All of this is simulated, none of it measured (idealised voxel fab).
Proc. module: voxel trench capacitor
Cross-section cut spans 295 nm and uses square cells 5 nm in size.
This document writes a cross-section as a grid whose cells are square, and gives it as bands, listed from the top down; one or more rows of cells form a band.
Top, bottom (nm), then materials left to right with widths (nm); lone material tagged "throughout" fills the whole band edge to edge; "blank" = empty space.
Ref level 0: as-received wafer is one material below here. Bottom band extends down with no lower bound ("z 0 and below").
Quick explanation for "30->40": the width changes in equal steps down the rows of cells, from the first number in the band's top row to the second number in its bottom row.
"same as before" (step): cross-section cells unchanged, all of them.
"Closed empty spaces" contains a list of empty spaces, each no smaller than 8 cells and without an open way to the top, written in the form width x height at distance with the distance from the left edge and all three in nm.
Heads up: the bit after the settings on a step's line is the simulator's remark on that step.
overlay nm: right-of-plan distance of the mask on a masked step; negative values mean left-of-plan.
-- This section lists the process steps that were planned
1 RECEIVE: material Si
2 CONFORMAL_DEP: material SiN, thk nm 5
3 MASKED_ETCH: tone open, mask id TRENCH, width nm 20, pitch nm 50, etch materials SiN, depth nm 5, overlay nm 0
4 MASKED_ETCH: tone open, mask id TRENCH, width nm 20, pitch nm 50, etch materials Si, depth nm 30, overlay nm 0
5 CONFORMAL_DEP: material SiO2, thk nm 5
6 FILL_DEP: material polySi, thk nm 10
7 CMP: height nm 5
-- Wafer at receipt (post step 1), cross-section
> z 0 and below | Si throughout
> Closed empty spaces: none
-- Cross-section taken at module completion on the first of two wafers; processed per the plan
> z 5 to 0 | 85 SiN, then 5 SiO2, then 10 polySi, then 5 SiO2, then 30 SiN, then 5 SiO2, then 10 polySi, then 5 SiO2, then 30 SiN, then 5 SiO2, then 10 polySi, then 5 SiO2, then 90 SiN
> z 0 to -25 | 85 Si, then 5 SiO2, then 10 polySi, then 5 SiO2, then 30 Si, then 5 SiO2, then 10 polySi, then 5 SiO2, then 30 Si, then 5 SiO2, then 10 polySi, then 5 SiO2, then 90 Si
> z -25 to -30 | 85 Si, then 20 SiO2, then 30 Si, then 20 SiO2, then 30 Si, then 20 SiO2, then 90 Si
> z -30 and below | Si throughout
> Closed empty spaces: none
-- Wafer two cross-section, module end. Start and plan unchanged from wafer one; one mistake made during the run
> z 5 to 0 | 85 SiO2, then 20 SiN, then 30 SiO2, then 20 SiN, then 30 SiO2, then 20 SiN, then 90 SiO2
> z 0 and below | Si throughout
> Closed empty spaces: none
Deviation noted in wafer processing: step 3 did not happen as planned, as run it was MASKED_ETCH: tone cover, mask id TRENCH, width nm 20, pitch nm 50, etch materials SiN, depth nm 5, overlay nm 0
Final cells, second wafer relative to first, materials higher or lower: +72 Si, -35 SiN, -1 SiO2, -36 polySi
